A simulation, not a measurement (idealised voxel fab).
process module | voxel transistor to metal
cross-section cut | 180 nm wide | cells 5 nm
A cross-section is a grid of square cells, given in bands from the top down. A band is one or more rows of cells.
Each band's line starts with the height of the band's top and of its bottom, in nm. Then come its materials from left to right, each with its width in nm. One material with "throughout" fills the band from edge to edge. "air" is empty space.
Height 0 is the level under which the wafer as received is all one material. The lowest band goes on downwards, as in "0 down".
A width such as "30 to 40" changes by the same amount from each row of cells to the next, from the band's top row to its bottom row.
"no change" after a step means that no cell of the cross-section changed.
closed voids: empty space of 8 cells or more with no open way to the top, each as width x height at its distance from the left edge, in nm
after a step's settings: what the simulator itself notes on the step
overlay nm, on a step with a mask: how far to the right of its planned place the mask lay; to the left if negative
plan
1 op RECEIVE | material Si
2 op OXIDIZE | depth nm 5
3 op CONFORMAL_DEP | material SiN | thk nm 15
4 op PATTERN | tone cover | mask id ACTIVE | material resist | width nm 115 | thk nm 15 | overlay nm 0
5 op DIRECTIONAL_ETCH | etch materials SiN | depth nm 15
6 op DIRECTIONAL_ETCH | etch materials SiO2 | depth nm 5
7 op DIRECTIONAL_ETCH | etch materials Si | depth nm 25
8 op STRIP | etch materials resist
9 op OXIDIZE | depth nm 5
10 op FILL_DEP | material SiO2 | thk nm 15
11 op CMP | height nm 15
12 op SELECTIVE_ETCH | etch materials SiO2 | depth nm 10
13 op STRIP | etch materials SiN
14 op SELECTIVE_ETCH | etch materials SiO2 | depth nm 5
15 op OXIDIZE | depth nm 5
16 op DIRECTIONAL_DEP | material polySi | thk nm 30
17 op DIRECTIONAL_DEP | material SiCN | thk nm 10
18 op PATTERN | tone cover | mask id GATE | material resist | width nm 25 | thk nm 15 | overlay nm 0
19 op DIRECTIONAL_ETCH | etch materials SiCN | depth nm 20
20 op DIRECTIONAL_ETCH | etch materials polySi | depth nm 40
21 op STRIP | etch materials resist
22 op CONFORMAL_DEP | material SiN | thk nm 5
23 op DIRECTIONAL_ETCH | etch materials SiN | depth nm 5
24 op DIRECTIONAL_ETCH | etch materials SiO2 | depth nm 5
25 op DIRECTIONAL_ETCH | etch materials Si | depth nm 10
26 op EPI | material nSi | thk nm 10
27 op FILL_DEP | material SiO2 | thk nm 10
28 op CMP | height nm 25
29 op STRIP | etch materials polySi
30 op SELECTIVE_ETCH | etch materials SiO2 | depth nm 5
31 op CONFORMAL_DEP | material HfO2 | thk nm 5
32 op CONFORMAL_DEP | material TiN | thk nm 5
33 op FILL_DEP | material W | thk nm 5
34 op CMP | height nm 20
35 op DIRECTIONAL_DEP | material SiO2 | thk nm 15
36 op DIRECTIONAL_DEP | material aC | thk nm 15
37 op PATTERN | tone open | mask id CONTACT | material resist | width nm 20 | pitch nm 85 | thk nm 30 | overlay nm -15
38 op DIRECTIONAL_ETCH | etch materials aC | depth nm 15
39 op STRIP | etch materials resist
40 op DIRECTIONAL_ETCH | etch materials SiO2 | depth nm 45
41 op STRIP | etch materials aC
42 op CONFORMAL_DEP | material TiN | thk nm 5
43 op FILL_DEP | material Ru | thk nm 5
44 op CMP | height nm 35
45 op CONFORMAL_DEP | material SiCN | thk nm 5
46 op DIRECTIONAL_DEP | material lowk | thk nm 20
47 op DIRECTIONAL_DEP | material aC | thk nm 15
48 op PATTERN | tone open | mask id METAL_1 | material resist | width nm 20 | pitch nm 85 | thk nm 35 | overlay nm 0
49 op DIRECTIONAL_ETCH | etch materials aC | depth nm 15
50 op STRIP | etch materials resist
51 op DIRECTIONAL_ETCH | etch materials lowk | depth nm 20
52 op DIRECTIONAL_ETCH | etch materials SiCN | depth nm 5
53 op STRIP | etch materials aC
54 op CONFORMAL_DEP | material TiN | thk nm 5
55 op FILL_DEP | material Ru | thk nm 10
56 op CMP | height nm 60
57 op CONFORMAL_DEP | material SiCN | thk nm 5
58 op DIRECTIONAL_DEP | material SiO2 | thk nm 30
59 op MASKED_ETCH | tone open | mask id METAL_2_HOLES | width nm 15 | pitch nm 85 | etch materials SiO2 | depth nm 30 | overlay nm 0
60 op DIRECTIONAL_DEP | material aC | thk nm 10
61 op PATTERN | tone open | mask id METAL_2 | material resist | width nm 20 | pitch nm 85 | thk nm 30 | overlay nm 0
62 op DIRECTIONAL_ETCH | etch materials aC | depth nm 10
63 op STRIP | etch materials resist
64 op DIRECTIONAL_ETCH | etch materials SiO2 | depth nm 15
65 op DIRECTIONAL_ETCH | etch materials SiCN | depth nm 5
66 op STRIP | etch materials aC
67 op CONFORMAL_DEP | material TiN | thk nm 5
68 op FILL_DEP | material Cu | thk nm 10
69 op CMP | height nm 95
70 op CONFORMAL_DEP | material SiCN | thk nm 5
varied across the wafers: overlay nm of step 37. The plan shows the first wafer's value. All wafers start alike
first wafer as received, after step 1
  0 down: Si throughout
  closed voids: none
first wafer at the end, after step 70
  100 to 95: SiCN throughout
  95 to 85: SiO2 35 | TiN 5 | Cu 10 | TiN 5 | SiO2 65 | TiN 5 | Cu 10 | TiN 5 | SiO2 40
  85 to 80: SiO2 35 | TiN 5 | Cu 5 | TiN 10 | SiO2 65 | TiN 5 | Cu 5 | TiN 10 | SiO2 40
  80 to 65: SiO2 35 | TiN 5 | Cu 5 | TiN 5 | SiO2 70 | TiN 5 | Cu 5 | TiN 5 | SiO2 45
  65 to 60: SiCN 35 | TiN 15 | SiCN 70 | TiN 15 | SiCN 45
  60 to 40: lowk 35 | TiN 5 | Ru 10 | TiN 5 | lowk 65 | TiN 5 | Ru 10 | TiN 5 | lowk 40
  40 to 35: SiCN 35 | TiN 20 | SiCN 65 | TiN 20 | SiCN 40
  35 to 20: SiO2 20 | TiN 5 | Ru 10 | TiN 5 | SiO2 65 | TiN 5 | Ru 10 | TiN 5 | SiO2 55
  20 to 5: SiO2 20 | TiN 5 | Ru 10 | TiN 5 | SiO2 30 | SiN 5 | HfO2 5 | TiN 5 | W 5 | TiN 5 | HfO2 5 | SiN 5 | TiN 5 | Ru 10 | TiN 5 | SiO2 55
  5 to 0: SiO2 20 | TiN 20 | SiO2 30 | SiN 5 | HfO2 5 | TiN 5 | W 5 | TiN 5 | HfO2 5 | SiN 5 | TiN 20 | SiO2 55
  0 to -5: SiO2 20 | TiN 5 | SiN 5 | TiN 10 | SiO2 20 | nSi 10 | SiN 5 | HfO2 5 | TiN 15 | HfO2 5 | SiN 5 | nSi 10 | TiN 10 | SiO2 20 | SiN 5 | SiO2 30
  -5 to -10: SiO2 20 | TiN 5 | SiO2 5 | TiN 10 | SiO2 20 | nSi 10 | HfO2 35 | nSi 10 | TiN 10 | SiO2 55
  -10 to -20: SiO2 35 | nSi 35 | Si 35 | nSi 35 | SiO2 40
  -20 to -35: SiO2 35 | Si 105 | SiO2 40
  -35 down: Si throughout
  closed voids: none
last wafer at the end
  100 to 95: SiCN throughout
  95 to 85: SiO2 35 | TiN 5 | Cu 10 | TiN 5 | SiO2 65 | TiN 5 | Cu 10 | TiN 5 | SiO2 40
  85 to 80: SiO2 35 | TiN 5 | Cu 5 | TiN 10 | SiO2 65 | TiN 5 | Cu 5 | TiN 10 | SiO2 40
  80 to 65: SiO2 35 | TiN 5 | Cu 5 | TiN 5 | SiO2 70 | TiN 5 | Cu 5 | TiN 5 | SiO2 45
  65 to 60: SiCN 35 | TiN 15 | SiCN 70 | TiN 15 | SiCN 45
  60 to 40: lowk 35 | TiN 5 | Ru 10 | TiN 5 | lowk 65 | TiN 5 | Ru 10 | TiN 5 | lowk 40
  40 to 35: SiCN 35 | TiN 20 | SiCN 65 | TiN 20 | SiCN 40
  35 to 20: SiO2 50 | TiN 5 | Ru 10 | TiN 5 | SiO2 65 | TiN 5 | Ru 10 | TiN 5 | SiO2 25
  20 to 5: SiO2 50 | TiN 5 | Ru 10 | TiN 5 | SiN 5 | HfO2 5 | TiN 5 | W 5 | TiN 5 | HfO2 5 | SiN 5 | SiO2 30 | TiN 5 | Ru 10 | TiN 5 | SiO2 25
  5 to 0: SiO2 50 | TiN 20 | SiN 5 | HfO2 5 | TiN 5 | W 5 | TiN 5 | HfO2 5 | SiN 5 | SiO2 30 | TiN 20 | SiO2 25
  0 to -5: SiO2 25 | SiN 5 | SiO2 20 | TiN 10 | nSi 10 | SiN 5 | HfO2 5 | TiN 15 | HfO2 5 | SiN 5 | nSi 10 | SiO2 20 | TiN 10 | SiN 5 | TiN 5 | SiO2 25
  -5 to -10: SiO2 50 | TiN 10 | nSi 10 | HfO2 35 | nSi 10 | SiO2 20 | TiN 10 | SiO2 5 | TiN 5 | SiO2 25
  -10 to -20: SiO2 35 | nSi 35 | Si 35 | nSi 35 | SiO2 40
  -20 to -35: SiO2 35 | Si 105 | SiO2 40
  -35 down: Si throughout
  closed voids: none
each wafer at the end: cells of each material gained (+) or lost (-) since it was received, then its closed voids
overlay nm -15 | +16 Cu | +17 HfO2 | +40 Ru | -175 Si | +94 SiCN | +12 SiN | +455 SiO2 | +109 TiN | +4 W | +112 lowk | +36 nSi | closed voids: none
overlay nm -10 | +16 Cu | +17 HfO2 | +44 Ru | -175 Si | +94 SiCN | +12 SiN | +453 SiO2 | +107 TiN | +4 W | +112 lowk | +36 nSi | closed voids: none
overlay nm -5 | +16 Cu | +17 HfO2 | +48 Ru | -175 Si | +94 SiCN | +12 SiN | +449 SiO2 | +107 TiN | +4 W | +112 lowk | +36 nSi | closed voids: none
overlay nm 0 | +16 Cu | +17 HfO2 | +48 Ru | -175 Si | +94 SiCN | +12 SiN | +449 SiO2 | +107 TiN | +4 W | +112 lowk | +36 nSi | closed voids: none
overlay nm 5 | +16 Cu | +17 HfO2 | +48 Ru | -175 Si | +94 SiCN | +12 SiN | +449 SiO2 | +107 TiN | +4 W | +112 lowk | +36 nSi | closed voids: none
overlay nm 10 | +16 Cu | +17 HfO2 | +44 Ru | -175 Si | +94 SiCN | +12 SiN | +453 SiO2 | +107 TiN | +4 W | +112 lowk | +36 nSi | closed voids: none
overlay nm 15 | +16 Cu | +17 HfO2 | +40 Ru | -175 Si | +94 SiCN | +12 SiN | +455 SiO2 | +109 TiN | +4 W | +112 lowk | +36 nSi | closed voids: none
